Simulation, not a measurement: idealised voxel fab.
voxel self aligned contacts: a process module
In the cross-section labelled cut, the width is 250 nm and each square cell is 5 nm.
Notation: cross-section as square-cell grid; stated in bands, top first, going down; one or more cell rows per band.
In this notation a band is specified by the heights of its top and bottom, in that order and in nm, after which its materials appear from left to right, each paired with its width in nm. The word "edge to edge" attached to a single material means that material fills the band from edge to edge; the word "air" stands for empty space.
Counting heights begins at 0, where everything beneath is, in the wafer as received, one material. The lowest band has no bottom; it goes on downwards, as "from 0 down" shows.
Read "30..40" as a graded width: first number on top, second number at the bottom, same change between each pair of neighbouring rows.
Basically "no modifications" means that step didn't change any cell in the cross-section.
"closed voids" means: voids of 8 cells or more that are shut off from the top with no open way through. Written width x height at distance, distance from the left edge, in nm.
Post-settings text on a step line: simulator's own remark regarding the step.
When a step includes a mask, the "overlay nm" setting on its line states how far to the right of its planned place that mask lay, and negative values state how far to the left.

[Steps in the process plan]
- 1: RECEIVE, material Si
- 2: OXIDIZE, depth nm 5
- 3: DIRECTIONAL_DEP, material polySi, thk nm 20
- 4: DIRECTIONAL_DEP, material SiN, thk nm 20
- 5: MASKED_ETCH, tone cover, mask id GATE, width nm 25, pitch nm 60, etch materials SiN, depth nm 20, overlay nm 0
- 6: MASKED_ETCH, tone cover, mask id GATE, width nm 15, pitch nm 60, etch materials polySi, depth nm 20, overlay nm 0
- 7: CONFORMAL_DEP, material SiN, thk nm 10
- 8: DIRECTIONAL_ETCH, etch materials SiN, depth nm 10
- 9: FILL_DEP, material SiO2, thk nm 10
- 10: CMP, height nm 45
- 11: MASKED_ETCH, tone open, mask id CONTACT, width nm 45, pitch nm 60, etch materials SiO2, depth nm 50, overlay nm 0
- 12: CONFORMAL_DEP, material TiN, thk nm 5
- 13: FILL_DEP, material Ru, thk nm 10
- 14: CMP, height nm 45
- 15: CONFORMAL_DEP, material SiCN, thk nm 5
Across this set of wafers, the varied parameter is the width nm of step 6. Starting conditions are identical for every wafer, and the plan reports the value assigned to the first wafer.

[The first of several wafers in cross-section, exactly as it reached us after step 1]
- from 0 down = Si edge to edge
- closed voids: none

[Module finished, last step 15 done: cross-section of the first of several wafers]
- from 50 to 45 = SiCN edge to edge
- from 45 to 40 = SiO2: 70, then TiN: 20, then Ru: 5, then TiN: 20, then SiO2: 15, then TiN: 20, then Ru: 5, then TiN: 20, then SiO2: 75
- from 40 to 20 = SiO2: 40, then SiN: 45, then TiN: 5, then Ru: 5, then TiN: 5, then SiN: 45, then TiN: 5, then Ru: 5, then TiN: 5, then SiN: 45, then SiO2: 45
- from 20 to 0 = SiO2: 40, then SiN: 10, then polySi: 25, then SiN: 10, then TiN: 5, then Ru: 5, then TiN: 5, then SiN: 10, then polySi: 25, then SiN: 10, then TiN: 5, then Ru: 5, then TiN: 5, then SiN: 10, then polySi: 25, then SiN: 10, then SiO2: 45
- from 0 to -5 = SiO2: 85, then TiN: 15, then SiO2: 45, then TiN: 15, then SiO2: 90
- from -5 down = Si edge to edge
- closed voids: none

[End of module, last wafer sectioned]
- from 50 to 45 = SiCN edge to edge
- from 45 to 40 = SiO2: 70, then TiN: 20, then Ru: 5, then TiN: 20, then SiO2: 15, then TiN: 20, then Ru: 5, then TiN: 20, then SiO2: 75
- from 40 to 25 = SiO2: 40, then SiN: 45, then TiN: 5, then Ru: 5, then TiN: 5, then SiN: 45, then TiN: 5, then Ru: 5, then TiN: 5, then SiN: 45, then SiO2: 45
- from 25 to 20 = SiO2: 40, then SiN: 45, then TiN: 15, then SiN: 45, then TiN: 15, then SiN: 45, then SiO2: 45
- from 20 to 0 = SiO2: 35, then SiN: 10, then polySi: 40, then SiN: 20, then polySi: 40, then SiN: 20, then polySi: 40, then SiN: 10, then SiO2: 35
- from 0 to -5 = SiO2 edge to edge
- from -5 down = Si edge to edge
- closed voids: none

[Here is how to read the rows: every wafer has a row, and it shows the wafer at the end of the module, giving for each material how many cells were gained (+) or lost (-) since the wafer was received, then listing its closed voids]
width nm 15, +18 Ru, -50 Si, +50 SiCN, +156 SiN, +212 SiO2, +54 TiN, +60 polySi, closed voids: none
width nm 20, +18 Ru, -50 Si, +50 SiCN, +156 SiN, +212 SiO2, +54 TiN, +60 polySi, closed voids: none
width nm 25, +18 Ru, -50 Si, +50 SiCN, +156 SiN, +212 SiO2, +54 TiN, +60 polySi, closed voids: none
width nm 30, +8 Ru, -50 Si, +50 SiCN, +156 SiN, +210 SiO2, +54 TiN, +72 polySi, closed voids: none
width nm 35, +8 Ru, -50 Si, +50 SiCN, +156 SiN, +208 SiO2, +44 TiN, +84 polySi, closed voids: none
width nm 40, +8 Ru, -50 Si, +50 SiCN, +156 SiN, +206 SiO2, +34 TiN, +96 polySi, closed voids: none
